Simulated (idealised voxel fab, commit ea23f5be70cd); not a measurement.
process module | voxel capacitor over wiring
cross-section cut | 240 nm wide | cells 5 nm
A cross-section is a grid of square cells, given in bands from the top down. A band is one or more rows of cells.
Each band's line starts with the height of the band's top and of its bottom, in nm. Then come its materials from left to right, each with its width in nm. One material with "throughout" fills the band from edge to edge. "air" is empty space.
Height 0 is the level under which the wafer as received is all one material. The lowest band goes on downwards, as in "0 down".
A width such as "30 to 40" changes by the same amount from each row of cells to the next, from the band's top row to its bottom row.
"no change" after a step means that no cell of the cross-section changed.
closed voids: empty space of 8 cells or more with no open way to the top, each as width x height at its distance from the left edge, in nm
after a step's settings: what the simulator itself notes on the step
overlay nm, on a step with a mask: how far to the right of its planned place the mask lay; to the left if negative
plan
1 op RECEIVE | material Si
2 op CONFORMAL_DEP | material SiO2 | thk nm 15
3 op DIRECTIONAL_DEP | material TiN | thk nm 5
4 op DIRECTIONAL_DEP | material W | thk nm 25
5 op MASKED_ETCH | tone cover | mask id METAL_1 | width nm 20 | pitch nm 80 | etch materials W | depth nm 25 | overlay nm 0
6 op MASKED_ETCH | tone cover | mask id METAL_1 | width nm 20 | pitch nm 80 | etch materials TiN | depth nm 5 | overlay nm 0
7 op CONFORMAL_DEP | material SiN | thk nm 5
8 op FILL_DEP | material lowk | thk nm 10
9 op CMP | height nm 45
10 op CONFORMAL_DEP | material SiCN | thk nm 5
11 op DIRECTIONAL_DEP | material SiO2 | thk nm 10
12 op MASKED_ETCH | tone open | mask id PLUG_1 | width nm 15 | etch materials SiO2 | depth nm 10 | overlay nm 0
13 op MASKED_ETCH | tone open | mask id PLUG_1 | width nm 15 | etch materials SiCN | depth nm 5 | overlay nm 0
14 op EPI | material Ru | thk nm 10
15 op EPI | material Ru | thk nm 5
16 op DIRECTIONAL_DEP | material TiN | thk nm 5
17 op DIRECTIONAL_DEP | material Al2O3 | thk nm 5
18 op DIRECTIONAL_DEP | material TiN | thk nm 10
19 op PATTERN | tone cover | mask id UPPER_PLATE | material resist | width nm 65 | thk nm 20 | overlay nm 0
20 op DIRECTIONAL_ETCH | etch materials TiN | depth nm 10
21 op DIRECTIONAL_ETCH | etch materials Al2O3 | depth nm 5
22 op STRIP | etch materials resist
23 op PATTERN | tone cover | mask id LOWER_PLATE | material resist | width nm 75 | thk nm 15 | overlay nm 0
24 op DIRECTIONAL_ETCH | etch materials TiN | depth nm 5
25 op STRIP | etch materials resist
26 op FILL_DEP | material SiO2 | thk nm 15
27 op CMP | height nm 90
28 op PATTERN | tone open | mask id PLUG_2 | material resist | width nm 15 | thk nm 20 | overlay nm 0
29 op DIRECTIONAL_ETCH | etch materials SiO2 | depth nm 10
30 op STRIP | etch materials resist
31 op CONFORMAL_DEP | material TiN | thk nm 5
32 op FILL_DEP | material Cu | thk nm 10
33 op CMP | height nm 90
34 op CONFORMAL_DEP | material SiN | thk nm 5
first wafer, as planned
as received, after step 1
  0 down: Si throughout
  closed voids: none
after step 2
  15 to 0: SiO2 throughout
  below 0: unchanged
after step 3
  20 to 15: TiN throughout
  below 15: unchanged
after step 4
  45 to 20: W throughout
  below 20: unchanged
after step 5
  45 to 20: air 70 | W 20 | air 60 | W 20 | air 70
  below 20: unchanged
after step 6
  45 to 20: air 70 | W 20 | air 60 | W 20 | air 70
  20 to 15: air 70 | TiN 20 | air 60 | TiN 20 | air 70
  below 15: unchanged
after step 7
  50 to 45: air 65 | SiN 30 | air 50 | SiN 30 | air 65
  45 to 20: air 65 | SiN 5 | W 20 | SiN 5 | air 50 | SiN 5 | W 20 | SiN 5 | air 65
  20 to 15: SiN 70 | TiN 20 | SiN 60 | TiN 20 | SiN 70
  below 15: unchanged
after step 8
  60 to 50: lowk throughout
  50 to 45: lowk 65 | SiN 30 | lowk 50 | SiN 30 | lowk 65
  45 to 20: lowk 65 | SiN 5 | W 20 | SiN 5 | lowk 50 | SiN 5 | W 20 | SiN 5 | lowk 65
  below 20: unchanged
after step 9
  45 to 20: lowk 65 | SiN 5 | W 20 | SiN 5 | lowk 50 | SiN 5 | W 20 | SiN 5 | lowk 65
  below 20: unchanged
after step 10
  50 to 45: SiCN throughout
  below 45: unchanged
after step 11
  60 to 50: SiO2 throughout
  below 50: unchanged
after step 12
  60 to 50: SiO2 75 | air 15 | SiO2 150
  below 50: unchanged
after step 13
  60 to 50: SiO2 75 | air 15 | SiO2 150
  50 to 45: SiCN 75 | air 15 | SiCN 150
  below 45: unchanged
after step 14
  60 to 55: SiO2 75 | air 15 | SiO2 150
  55 to 50: SiO2 75 | Ru 15 | SiO2 150
  50 to 45: SiCN 75 | Ru 15 | SiCN 150
  below 45: unchanged
after step 15
  60 to 50: SiO2 75 | Ru 15 | SiO2 150
  below 50: unchanged
after step 16
  65 to 60: TiN throughout
  below 60: unchanged
after step 17
  70 to 65: Al2O3 throughout
  below 65: unchanged
after step 18
  80 to 70: TiN throughout
  below 70: unchanged
after step 19
  100 to 80: air 75 | resist 65 | air 100
  below 80: unchanged
after step 20
  100 to 80: air 75 | resist 65 | air 100
  80 to 70: air 75 | TiN 65 | air 100
  below 70: unchanged
after step 21
  100 to 80: air 75 | resist 65 | air 100
  80 to 70: air 75 | TiN 65 | air 100
  70 to 65: air 75 | Al2O3 65 | air 100
  below 65: unchanged
after step 22
  80 to 70: air 75 | TiN 65 | air 100
  below 70: unchanged
after step 23
  95 to 80: air 70 | resist 75 | air 95
  80 to 70: air 70 | resist 5 | TiN 65 | resist 5 | air 95
  70 to 65: air 70 | resist 5 | Al2O3 65 | resist 5 | air 95
  below 65: unchanged
after step 24
  95 to 80: air 70 | resist 75 | air 95
  80 to 70: air 70 | resist 5 | TiN 65 | resist 5 | air 95
  70 to 65: air 70 | resist 5 | Al2O3 65 | resist 5 | air 95
  65 to 60: air 70 | TiN 75 | air 95
  below 60: unchanged
after step 25
  80 to 70: air 75 | TiN 65 | air 100
  70 to 65: air 75 | Al2O3 65 | air 100
  below 65: unchanged
after step 26
  95 to 80: SiO2 throughout
  80 to 70: SiO2 75 | TiN 65 | SiO2 100
  70 to 65: SiO2 75 | Al2O3 65 | SiO2 100
  65 to 60: SiO2 70 | TiN 75 | SiO2 95
  below 60: unchanged
after step 27
  90 to 80: SiO2 throughout
  below 80: unchanged
after step 28
  110 to 90: resist 85 | air 15 | resist 140
  below 90: unchanged
after step 29
  110 to 90: resist 85 | air 15 | resist 140
  90 to 80: SiO2 85 | air 15 | SiO2 140
  below 80: unchanged
after step 30
  90 to 80: SiO2 85 | air 15 | SiO2 140
  below 80: unchanged
after step 31
  95 to 90: TiN 90 | air 5 | TiN 145
  90 to 85: SiO2 85 | TiN 5 | air 5 | TiN 5 | SiO2 140
  85 to 80: SiO2 85 | TiN 15 | SiO2 140
  below 80: unchanged
after step 32
  105 to 95: Cu throughout
  95 to 90: TiN 90 | Cu 5 | TiN 145
  90 to 85: SiO2 85 | TiN 5 | Cu 5 | TiN 5 | SiO2 140
  below 85: unchanged
after step 33
  90 to 85: SiO2 85 | TiN 5 | Cu 5 | TiN 5 | SiO2 140
  below 85: unchanged
after step 34
  95 to 90: SiN throughout
  below 90: unchanged
second wafer: like start, like plan, one mistake. Through step 5 it matches the first wafer
when step 6 should have ended
  45 to 20: air 70 | W 20 | air 60 | W 20 | air 70
  20 to 15: air 65 | TiN 25 | air 55 | TiN 25 | air 70
  below 15: unchanged
when step 7 should have ended
  50 to 45: air 65 | SiN 30 | air 50 | SiN 30 | air 65
  45 to 25: air 65 | SiN 5 | W 20 | SiN 5 | air 50 | SiN 5 | W 20 | SiN 5 | air 65
  25 to 20: air 60 | SiN 10 | W 20 | SiN 5 | air 45 | SiN 10 | W 20 | SiN 5 | air 65
  20 to 15: SiN 65 | TiN 25 | SiN 55 | TiN 25 | SiN 70
  below 15: unchanged
when step 8 should have ended
  60 to 50: lowk throughout
  50 to 45: lowk 65 | SiN 30 | lowk 50 | SiN 30 | lowk 65
  45 to 25: lowk 65 | SiN 5 | W 20 | SiN 5 | lowk 50 | SiN 5 | W 20 | SiN 5 | lowk 65
  25 to 20: lowk 60 | SiN 10 | W 20 | SiN 5 | lowk 45 | SiN 10 | W 20 | SiN 5 | lowk 65
  below 20: unchanged
when step 9 should have ended
  45 to 25: lowk 65 | SiN 5 | W 20 | SiN 5 | lowk 50 | SiN 5 | W 20 | SiN 5 | lowk 65
  below 25: unchanged
when step 10 should have ended
  50 to 45: SiCN throughout
  below 45: unchanged
when step 11 should have ended
  60 to 50: SiO2 throughout
  below 50: unchanged
when step 12 should have ended
  60 to 50: SiO2 75 | air 15 | SiO2 150
  below 50: unchanged
when step 13 should have ended
  60 to 50: SiO2 75 | air 15 | SiO2 150
  50 to 45: SiCN 75 | air 15 | SiCN 150
  below 45: unchanged
when step 14 should have ended
  60 to 55: SiO2 75 | air 15 | SiO2 150
  55 to 50: SiO2 75 | Ru 15 | SiO2 150
  50 to 45: SiCN 75 | Ru 15 | SiCN 150
  below 45: unchanged
when step 15 should have ended
  60 to 50: SiO2 75 | Ru 15 | SiO2 150
  below 50: unchanged
when step 16 should have ended
  65 to 60: TiN throughout
  below 60: unchanged
when step 17 should have ended
  70 to 65: Al2O3 throughout
  below 65: unchanged
when step 18 should have ended
  80 to 70: TiN throughout
  below 70: unchanged
when step 19 should have ended
  100 to 80: air 75 | resist 65 | air 100
  below 80: unchanged
when step 20 should have ended
  100 to 80: air 75 | resist 65 | air 100
  80 to 70: air 75 | TiN 65 | air 100
  below 70: unchanged
when step 21 should have ended
  100 to 80: air 75 | resist 65 | air 100
  80 to 70: air 75 | TiN 65 | air 100
  70 to 65: air 75 | Al2O3 65 | air 100
  below 65: unchanged
when step 22 should have ended
  80 to 70: air 75 | TiN 65 | air 100
  below 70: unchanged
when step 23 should have ended
  95 to 80: air 70 | resist 75 | air 95
  80 to 70: air 70 | resist 5 | TiN 65 | resist 5 | air 95
  70 to 65: air 70 | resist 5 | Al2O3 65 | resist 5 | air 95
  below 65: unchanged
when step 24 should have ended
  95 to 80: air 70 | resist 75 | air 95
  80 to 70: air 70 | resist 5 | TiN 65 | resist 5 | air 95
  70 to 65: air 70 | resist 5 | Al2O3 65 | resist 5 | air 95
  65 to 60: air 70 | TiN 75 | air 95
  below 60: unchanged
when step 25 should have ended
  80 to 70: air 75 | TiN 65 | air 100
  70 to 65: air 75 | Al2O3 65 | air 100
  below 65: unchanged
when step 26 should have ended
  95 to 80: SiO2 throughout
  80 to 70: SiO2 75 | TiN 65 | SiO2 100
  70 to 65: SiO2 75 | Al2O3 65 | SiO2 100
  65 to 60: SiO2 70 | TiN 75 | SiO2 95
  below 60: unchanged
when step 27 should have ended
  90 to 80: SiO2 throughout
  below 80: unchanged
when step 28 should have ended
  110 to 90: resist 85 | air 15 | resist 140
  below 90: unchanged
when step 29 should have ended
  110 to 90: resist 85 | air 15 | resist 140
  90 to 80: SiO2 85 | air 15 | SiO2 140
  below 80: unchanged
when step 30 should have ended
  90 to 80: SiO2 85 | air 15 | SiO2 140
  below 80: unchanged
when step 31 should have ended
  95 to 90: TiN 90 | air 5 | TiN 145
  90 to 85: SiO2 85 | TiN 5 | air 5 | TiN 5 | SiO2 140
  85 to 80: SiO2 85 | TiN 15 | SiO2 140
  below 80: unchanged
when step 32 should have ended
  105 to 95: Cu throughout
  95 to 90: TiN 90 | Cu 5 | TiN 145
  90 to 85: SiO2 85 | TiN 5 | Cu 5 | TiN 5 | SiO2 140
  below 85: unchanged
when step 33 should have ended
  90 to 85: SiO2 85 | TiN 5 | Cu 5 | TiN 5 | SiO2 140
  below 85: unchanged
when step 34 should have ended
  95 to 90: SiN throughout
  below 90: unchanged
what went wrong: step 6 ran as: op MASKED_ETCH | tone cover | mask id METAL_1 | width nm 20 | pitch nm 80 | etch materials TiN | depth nm 5 | overlay nm -5
at the end the second wafer has, in cells: 2 more of TiN | 2 fewer of lowk
